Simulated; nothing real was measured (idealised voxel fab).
process module | voxel wiring stack
cross-section cut | 275 nm wide | cells 5 nm
A cross-section is a grid of square cells, given in bands from the top down. A band is one or more rows of cells.
Each band's line starts with the height of the band's top and of its bottom, in nm. Then come its materials from left to right, each with its width in nm. One material with "throughout" fills the band from edge to edge. "air" is empty space.
Height 0 is the level under which the wafer as received is all one material. The lowest band goes on downwards, as in "0 down".
A width such as "30 to 40" changes by the same amount from each row of cells to the next, from the band's top row to its bottom row.
"no change" after a step means that no cell of the cross-section changed.
closed voids: empty space of 8 cells or more with no open way to the top, each as width x height at its distance from the left edge, in nm
after a step's settings: what the simulator itself notes on the step
overlay nm, on a step with a mask: how far to the right of its planned place the mask lay; to the left if negative
plan
1 op RECEIVE | material Si
2 op CONFORMAL_DEP | material SiO2 | thk nm 10
3 op CONFORMAL_DEP | material SiN | thk nm 5
4 op DIRECTIONAL_DEP | material SiO2 | thk nm 15
5 op DIRECTIONAL_DEP | material aC | thk nm 10
6 op PATTERN | tone open | mask id METAL_1 | material resist | width nm 20 | pitch nm 40 | thk nm 25 | overlay nm 0
7 op DIRECTIONAL_ETCH | etch materials aC | depth nm 10
8 op STRIP | etch materials resist
9 op DIRECTIONAL_ETCH | etch materials SiO2 | depth nm 15
10 op DIRECTIONAL_ETCH | etch materials SiN | depth nm 5
11 op STRIP | etch materials aC
12 op CONFORMAL_DEP | material TiN | thk nm 5
13 op FILL_DEP | material Cu | thk nm 5
14 op CMP | height nm 30
15 op CONFORMAL_DEP | material SiCN | thk nm 5
16 op DIRECTIONAL_DEP | material SiO2 | thk nm 20
17 op MASKED_ETCH | tone open | mask id PLUG_1 | width nm 15 | pitch nm 40 | etch materials SiO2 | depth nm 20 | overlay nm 0
18 op MASKED_ETCH | tone open | mask id PLUG_1 | width nm 15 | pitch nm 40 | etch materials SiCN | depth nm 5 | overlay nm 0
19 op EPI | material Ru | thk nm 10
20 op EPI | material Ru | thk nm 10
21 op EPI | material Ru | thk nm 5
22 op CONFORMAL_DEP | material SiN | thk nm 5
23 op DIRECTIONAL_DEP | material SiO2 | thk nm 20
24 op DIRECTIONAL_DEP | material aC | thk nm 10
25 op PATTERN | tone open | mask id METAL_2 | material resist | width nm 20 | pitch nm 40 | thk nm 25 | overlay nm 0
26 op DIRECTIONAL_ETCH | etch materials aC | depth nm 10
27 op STRIP | etch materials resist
28 op DIRECTIONAL_ETCH | etch materials SiO2 | depth nm 20
29 op DIRECTIONAL_ETCH | etch materials SiN | depth nm 5
30 op STRIP | etch materials aC
31 op CONFORMAL_DEP | material TiN | thk nm 5
32 op FILL_DEP | material Ru | thk nm 10
33 op CMP | height nm 80
34 op CONFORMAL_DEP | material SiCN | thk nm 5
35 op DIRECTIONAL_DEP | material lowk | thk nm 20
36 op DIRECTIONAL_DEP | material aC | thk nm 15
37 op PATTERN | tone open | mask id PLUG_2 | material resist | width nm 15 | pitch nm 40 | thk nm 30 | overlay nm 0
38 op DIRECTIONAL_ETCH | etch materials aC | depth nm 15
39 op STRIP | etch materials resist
40 op DIRECTIONAL_ETCH | etch materials lowk | depth nm 20
41 op DIRECTIONAL_ETCH | etch materials SiCN | depth nm 5
42 op STRIP | etch materials aC
43 op CONFORMAL_DEP | material TiN | thk nm 5
44 op FILL_DEP | material W | thk nm 10
45 op CMP | height nm 105
46 op DIRECTIONAL_DEP | material TiN | thk nm 5
47 op DIRECTIONAL_DEP | material W | thk nm 15
48 op MASKED_ETCH | tone cover | mask id METAL_3 | width nm 20 | pitch nm 40 | etch materials W | depth nm 15 | overlay nm 0
49 op MASKED_ETCH | tone cover | mask id METAL_3 | width nm 20 | pitch nm 40 | etch materials TiN | depth nm 5 | overlay nm 0
50 op FILL_DEP | material lowk | thk nm 5
51 op CMP | height nm 125
52 op CONFORMAL_DEP | material SiCN | thk nm 5
as received, after step 1
  0 down: Si throughout
  closed voids: none
a wafer at the end: this start, this plan, one mistake
  130 to 125: SiCN throughout
  125 to 120: lowk 65 | TiN 20 | lowk 20 | TiN 20 | lowk 20 | TiN 20 | lowk 20 | TiN 20 | lowk 70
  120 to 105: W throughout
  105 to 85: lowk 65 | TiN 5 | W 5 | TiN 5 | lowk 25 | TiN 5 | W 5 | TiN 5 | lowk 25 | TiN 5 | W 5 | TiN 5 | lowk 25 | TiN 5 | W 5 | TiN 5 | lowk 75
  85 to 80: SiCN 65 | TiN 15 | SiCN 25 | TiN 15 | SiCN 25 | TiN 15 | SiCN 25 | TiN 15 | SiCN 75
  80 to 60: SiO2 65 | TiN 5 | Ru 10 | TiN 5 | SiO2 20 | TiN 5 | Ru 10 | TiN 5 | SiO2 20 | TiN 5 | Ru 10 | TiN 5 | SiO2 20 | TiN 5 | Ru 10 | TiN 5 | SiO2 70
  60 to 55: SiN 65 | TiN 20 | SiN 20 | TiN 20 | SiN 20 | TiN 20 | SiN 20 | TiN 20 | SiN 70
  55 to 35: SiO2 65 | Ru 15 | SiO2 25 | Ru 15 | SiO2 25 | Ru 15 | SiO2 25 | Ru 15 | SiO2 75
  35 to 30: SiCN 65 | Ru 15 | SiCN 25 | Ru 15 | SiCN 25 | Ru 15 | SiCN 25 | Ru 15 | SiCN 75
  30 to 15: SiO2 65 | TiN 5 | Cu 10 | TiN 5 | SiO2 20 | TiN 5 | Cu 10 | TiN 5 | SiO2 20 | TiN 5 | Cu 10 | TiN 5 | SiO2 20 | TiN 5 | Cu 10 | TiN 5 | SiO2 70
  15 to 10: SiN 65 | TiN 20 | SiN 20 | TiN 20 | SiN 20 | TiN 20 | SiN 20 | TiN 20 | SiN 70
  10 to 0: SiO2 throughout
  0 down: Si throughout
  closed voids: none
what went wrong: steps 46 and 47 were swapped
